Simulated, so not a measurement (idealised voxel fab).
process module | voxel capacitor over wiring
cross-section cut | 190 nm wide | cells 5 nm
A cross-section is a grid of square cells, given in bands from the top down. A band is one or more rows of cells.
Each band's line starts with the height of the band's top and of its bottom, in nm. Then come its materials from left to right, each with its width in nm. One material with "throughout" fills the band from edge to edge. "air" is empty space.
Height 0 is the level under which the wafer as received is all one material. The lowest band goes on downwards, as in "0 down".
A width such as "30 to 40" changes by the same amount from each row of cells to the next, from the band's top row to its bottom row.
"no change" after a step means that no cell of the cross-section changed.
closed voids: empty space of 8 cells or more with no open way to the top, each as width x height at its distance from the left edge, in nm
after a step's settings: what the simulator itself notes on the step
overlay nm, on a step with a mask: how far to the right of its planned place the mask lay; to the left if negative
plan
1 op RECEIVE | material Si
2 op CONFORMAL_DEP | material SiO2 | thk nm 15
3 op DIRECTIONAL_DEP | material TiN | thk nm 5
4 op DIRECTIONAL_DEP | material Ru | thk nm 15
5 op PATTERN | tone cover | mask id METAL_1 | material resist | width nm 30 | pitch nm 95 | thk nm 20 | overlay nm 0
6 op DIRECTIONAL_ETCH | etch materials Ru | depth nm 15
7 op DIRECTIONAL_ETCH | etch materials TiN | depth nm 5
8 op STRIP | etch materials resist
9 op FILL_DEP | material lowk | thk nm 5
10 op CMP | height nm 35
11 op CONFORMAL_DEP | material SiCN | thk nm 5
12 op DIRECTIONAL_DEP | material SiO2 | thk nm 20
13 op DIRECTIONAL_DEP | material aC | thk nm 10
14 op PATTERN | tone open | mask id PLUG_1 | material resist | width nm 15 | thk nm 25 | overlay nm 0
15 op DIRECTIONAL_ETCH | etch materials aC | depth nm 10
16 op STRIP | etch materials resist
17 op DIRECTIONAL_ETCH | etch materials SiO2 | depth nm 20
18 op DIRECTIONAL_ETCH | etch materials SiCN | depth nm 5
19 op STRIP | etch materials aC
20 op EPI | material Ru | thk nm 10
21 op EPI | material Ru | thk nm 10
22 op EPI | material Ru | thk nm 5
23 op DIRECTIONAL_DEP | material TiN | thk nm 5
24 op DIRECTIONAL_DEP | material Al2O3 | thk nm 5
25 op DIRECTIONAL_DEP | material TiN | thk nm 10
26 op DIRECTIONAL_DEP | material aC | thk nm 10
27 op PATTERN | tone cover | mask id UPPER_PLATE | material resist | width nm 70 | thk nm 25 | overlay nm 0
28 op DIRECTIONAL_ETCH | etch materials aC | depth nm 10
29 op STRIP | etch materials resist
30 op DIRECTIONAL_ETCH | etch materials TiN | depth nm 10
31 op DIRECTIONAL_ETCH | etch materials Al2O3 | depth nm 5
32 op STRIP | etch materials aC
33 op DIRECTIONAL_DEP | material aC | thk nm 15
34 op PATTERN | tone cover | mask id LOWER_PLATE | material resist | width nm 80 | thk nm 35 | overlay nm -15
35 op DIRECTIONAL_ETCH | etch materials aC | depth nm 15
36 op STRIP | etch materials resist
37 op DIRECTIONAL_ETCH | etch materials TiN | depth nm 5
38 op STRIP | etch materials aC
39 op FILL_DEP | material SiO2 | thk nm 15
40 op CMP | height nm 90
41 op MASKED_ETCH | tone open | mask id PLUG_2 | width nm 15 | etch materials SiO2 | depth nm 10 | overlay nm 0
42 op CONFORMAL_DEP | material TiN | thk nm 5
43 op FILL_DEP | material W | thk nm 10
44 op CMP | height nm 90
45 op CONFORMAL_DEP | material SiCN | thk nm 5
varied across the wafers: overlay nm of step 34. The plan shows the first wafer's value. All wafers start alike
first wafer as received, after step 1
  0 down: Si throughout
  closed voids: none
first wafer at the end, after step 45
  95 to 90: SiCN throughout
  90 to 85: SiO2 55 | TiN 5 | W 5 | TiN 5 | SiO2 120
  85 to 75: SiO2 55 to 45 | TiN 15 to 60 | SiO2 120 to 85
  75 to 70: SiO2 45 | TiN 70 | SiO2 75
  70 to 65: SiO2 45 | Al2O3 70 | SiO2 75
  65 to 60: SiO2 25 | TiN 90 | SiO2 75
  60 to 40: SiO2 45 | Ru 15 | SiO2 130
  40 to 35: SiCN 45 | Ru 15 | SiCN 130
  35 to 20: lowk 30 | Ru 30 | lowk 65 | Ru 30 | lowk 35
  20 to 15: lowk 30 | TiN 30 | lowk 65 | TiN 30 | lowk 35
  15 to 0: SiO2 throughout
  0 down: Si throughout
  closed voids: none
last wafer at the end
  95 to 90: SiCN throughout
  90 to 85: SiO2 55 | TiN 5 | W 5 | TiN 5 | SiO2 120
  85 to 75: SiO2 55 | TiN 15 to 60 | SiO2 120 to 75
  75 to 70: SiO2 45 | TiN 70 | SiO2 75
  70 to 65: SiO2 45 | Al2O3 70 | SiO2 75
  65 to 60: SiO2 45 | TiN 90 | SiO2 55
  60 to 40: SiO2 45 | Ru 15 | SiO2 130
  40 to 35: SiCN 45 | Ru 15 | SiCN 130
  35 to 20: lowk 30 | Ru 30 | lowk 65 | Ru 30 | lowk 35
  20 to 15: lowk 30 | TiN 30 | lowk 65 | TiN 30 | lowk 35
  15 to 0: SiO2 throughout
  0 down: Si throughout
  closed voids: none
each wafer at the end: cells of each material gained (+) or lost (-) since it was received, then its closed voids
overlay nm -15 | +14 Al2O3 | +51 Ru | +73 SiCN | +418 SiO2 | +61 TiN | +1 W | +104 lowk | closed voids: none
overlay nm -10 | +14 Al2O3 | +51 Ru | +73 SiCN | +418 SiO2 | +61 TiN | +1 W | +104 lowk | closed voids: none
overlay nm -5 | +14 Al2O3 | +51 Ru | +73 SiCN | +418 SiO2 | +61 TiN | +1 W | +104 lowk | closed voids: none
overlay nm 0 | +14 Al2O3 | +51 Ru | +73 SiCN | +418 SiO2 | +61 TiN | +1 W | +104 lowk | closed voids: none
overlay nm 5 | +14 Al2O3 | +51 Ru | +73 SiCN | +418 SiO2 | +61 TiN | +1 W | +104 lowk | closed voids: none
overlay nm 10 | +14 Al2O3 | +51 Ru | +73 SiCN | +418 SiO2 | +61 TiN | +1 W | +104 lowk | closed voids: none
overlay nm 15 | +14 Al2O3 | +51 Ru | +73 SiCN | +418 SiO2 | +61 TiN | +1 W | +104 lowk | closed voids: none
